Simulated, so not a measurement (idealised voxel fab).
Process module, titled voxel double patterning
255 nm wide, 5 nm square cells: that's cross-section cut.
How to read a cross-section here: the picture is a grid of square cells, written as bands going from the top down, and any band can span one or more rows of cells.
Top height, bottom height, nm. Materials left to right, width each, nm. Single material + "edge to edge" = fills band edge to edge. "empty" = empty.
Counting heights begins at 0, where everything beneath is, in the wafer as received, one material. The lowest band has no bottom; it goes on downwards, as "top 0, no bottom" shows.
Width: "30->40" (first number = top row, second number = bottom row, same change from row to row of cells).
Step note "nothing got changed" = no cross-section cell changed.
Look at "Closed internal voids" for the closed voids: empty spaces with no open path to the top, sized 8 cells or up. Each is width x height at distance, distance from the left edge, all nm.
What comes after the settings on a step's line is commentary from the simulator itself on that step.
A step line may carry the setting "overlay nm", which, for steps involving a mask, states the distance by which the mask lay to the right of its intended position; negative values denote displacement to the left.
# List of planned process steps
1: RECEIVE [material Si]
2: CONFORMAL_DEP [material SiO2] [thk nm 10]
3: DIRECTIONAL_DEP [material polySi] [thk nm 15]
4: DIRECTIONAL_DEP [material SiCN] [thk nm 5]
5: DIRECTIONAL_DEP [material aC] [thk nm 15]
6: PATTERN [tone open] [mask id FIRST] [material resist] [width nm 15] [pitch nm 50] [thk nm 30] [overlay nm 0]
7: DIRECTIONAL_ETCH [etch materials aC] [depth nm 15]
8: STRIP [etch materials resist]
9: DIRECTIONAL_ETCH [etch materials SiCN] [depth nm 5]
10: STRIP [etch materials aC]
11: MASKED_ETCH [tone open] [mask id SECOND] [width nm 15] [pitch nm 50] [etch materials SiCN] [depth nm 5] [overlay nm 0]
12: DIRECTIONAL_ETCH [etch materials polySi] [depth nm 15]
13: STRIP [etch materials SiCN]
# First wafer out of two, processed as planned
# Cross-section, incoming material, after step 1
  top 0, no bottom  Si edge to edge
  Closed internal voids: none
# Cross-section of the wafer after step 2
  top 10, bottom 0  SiO2 edge to edge
  For the remainder of the cross-section, below 0, there is no change.
# Cross-section of the wafer after step 3
  top 25, bottom 10  polySi edge to edge
  For the remainder of the cross-section, below 10, there is no change.
# Cross-section of the wafer after step 4
  top 30, bottom 25  SiCN edge to edge
  For the remainder of the cross-section, below 25, there is no change.
# Cross-section of the wafer after step 5
  top 45, bottom 30  aC edge to edge
  For the remainder of the cross-section, below 30, there is no change.
# Cross-section of the wafer after step 6
  top 75, bottom 45  resist: 70  empty: 15  resist: 35  empty: 15  resist: 35  empty: 15  resist: 70
  For the remainder of the cross-section, below 45, there is no change.
# Cross-section of the wafer after step 7
  top 60, bottom 45  resist: 70  empty: 15  resist: 35  empty: 15  resist: 35  empty: 15  resist: 70
  top 45, bottom 30  aC: 70  empty: 15  aC: 35  empty: 15  aC: 35  empty: 15  aC: 70
  For the remainder of the cross-section, below 30, there is no change.
# Cross-section of the wafer after step 8
  top 45, bottom 30  aC: 70  empty: 15  aC: 35  empty: 15  aC: 35  empty: 15  aC: 70
  For the remainder of the cross-section, below 30, there is no change.
# Cross-section of the wafer after step 9
  top 45, bottom 30  aC: 70  empty: 15  aC: 35  empty: 15  aC: 35  empty: 15  aC: 70
  top 30, bottom 25  SiCN: 70  empty: 15  SiCN: 35  empty: 15  SiCN: 35  empty: 15  SiCN: 70
  For the remainder of the cross-section, below 25, there is no change.
# Cross-section of the wafer after step 10
  top 30, bottom 25  SiCN: 70  empty: 15  SiCN: 35  empty: 15  SiCN: 35  empty: 15  SiCN: 70
  For the remainder of the cross-section, below 25, there is no change.
# Cross-section of the wafer after step 11
  top 30, bottom 25  SiCN: 70  empty: 15  SiCN: 10  empty: 15  SiCN: 10  empty: 15  SiCN: 10  empty: 15  SiCN: 10  empty: 15  SiCN: 70
  For the remainder of the cross-section, below 25, there is no change.
# Cross-section of the wafer after step 12
  top 30, bottom 25  SiCN: 70  empty: 15  SiCN: 10  empty: 15  SiCN: 10  empty: 15  SiCN: 10  empty: 15  SiCN: 10  empty: 15  SiCN: 70
  top 25, bottom 10  polySi: 70  empty: 15  polySi: 10  empty: 15  polySi: 10  empty: 15  polySi: 10  empty: 15  polySi: 10  empty: 15  polySi: 70
  For the remainder of the cross-section, below 10, there is no change.
# Cross-section of the wafer after step 13
  top 25, bottom 10  polySi: 70  empty: 15  polySi: 10  empty: 15  polySi: 10  empty: 15  polySi: 10  empty: 15  polySi: 10  empty: 15  polySi: 70
  For the remainder of the cross-section, below 10, there is no change.
# Regarding the second of the two wafers: it shared the first wafer's starting condition and process plan, yet one error occurred during its execution. Its history coincides with that of the first wafer up to and including step 2
# Cross-section of the second wafer corresponding to the planned conclusion of step 3
  top 15, bottom 10  polySi edge to edge
  For the remainder of the cross-section, below 10, there is no change.
# Cross-section of the second wafer corresponding to the planned conclusion of step 4
  top 20, bottom 15  SiCN edge to edge
  For the remainder of the cross-section, below 15, there is no change.
# Cross-section of the second wafer corresponding to the planned conclusion of step 5
  top 35, bottom 20  aC edge to edge
  For the remainder of the cross-section, below 20, there is no change.
# Cross-section of the second wafer corresponding to the planned conclusion of step 6
  top 65, bottom 35  resist: 70  empty: 15  resist: 35  empty: 15  resist: 35  empty: 15  resist: 70
  For the remainder of the cross-section, below 35, there is no change.
# Cross-section of the second wafer corresponding to the planned conclusion of step 7
  top 50, bottom 35  resist: 70  empty: 15  resist: 35  empty: 15  resist: 35  empty: 15  resist: 70
  top 35, bottom 20  aC: 70  empty: 15  aC: 35  empty: 15  aC: 35  empty: 15  aC: 70
  For the remainder of the cross-section, below 20, there is no change.
# Cross-section of the second wafer corresponding to the planned conclusion of step 8
  top 35, bottom 20  aC: 70  empty: 15  aC: 35  empty: 15  aC: 35  empty: 15  aC: 70
  For the remainder of the cross-section, below 20, there is no change.
# Cross-section of the second wafer corresponding to the planned conclusion of step 9
  top 35, bottom 20  aC: 70  empty: 15  aC: 35  empty: 15  aC: 35  empty: 15  aC: 70
  top 20, bottom 15  SiCN: 70  empty: 15  SiCN: 35  empty: 15  SiCN: 35  empty: 15  SiCN: 70
  For the remainder of the cross-section, below 15, there is no change.
# Cross-section of the second wafer corresponding to the planned conclusion of step 10
  top 20, bottom 15  SiCN: 70  empty: 15  SiCN: 35  empty: 15  SiCN: 35  empty: 15  SiCN: 70
  For the remainder of the cross-section, below 15, there is no change.
# Cross-section of the second wafer corresponding to the planned conclusion of step 11
  top 20, bottom 15  SiCN: 70  empty: 15  SiCN: 10  empty: 15  SiCN: 10  empty: 15  SiCN: 10  empty: 15  SiCN: 10  empty: 15  SiCN: 70
  For the remainder of the cross-section, below 15, there is no change.
# Cross-section of the second wafer corresponding to the planned conclusion of step 12
  top 20, bottom 15  SiCN: 70  empty: 15  SiCN: 10  empty: 15  SiCN: 10  empty: 15  SiCN: 10  empty: 15  SiCN: 10  empty: 15  SiCN: 70
  top 15, bottom 10  polySi: 70  empty: 15  polySi: 10  empty: 15  polySi: 10  empty: 15  polySi: 10  empty: 15  polySi: 10  empty: 15  polySi: 70
  For the remainder of the cross-section, below 10, there is no change.
# Cross-section of the second wafer corresponding to the planned conclusion of step 13
  top 15, bottom 10  polySi: 70  empty: 15  polySi: 10  empty: 15  polySi: 10  empty: 15  polySi: 10  empty: 15  polySi: 10  empty: 15  polySi: 70
  For the remainder of the cross-section, below 10, there is no change.
what went wrong: step 3, actual vs plan mismatch, actual run DIRECTIONAL_DEP [material polySi] [thk nm 5]
FYI, end of process, the second wafer has more or fewer cells of some materials than the first: -72 polySi
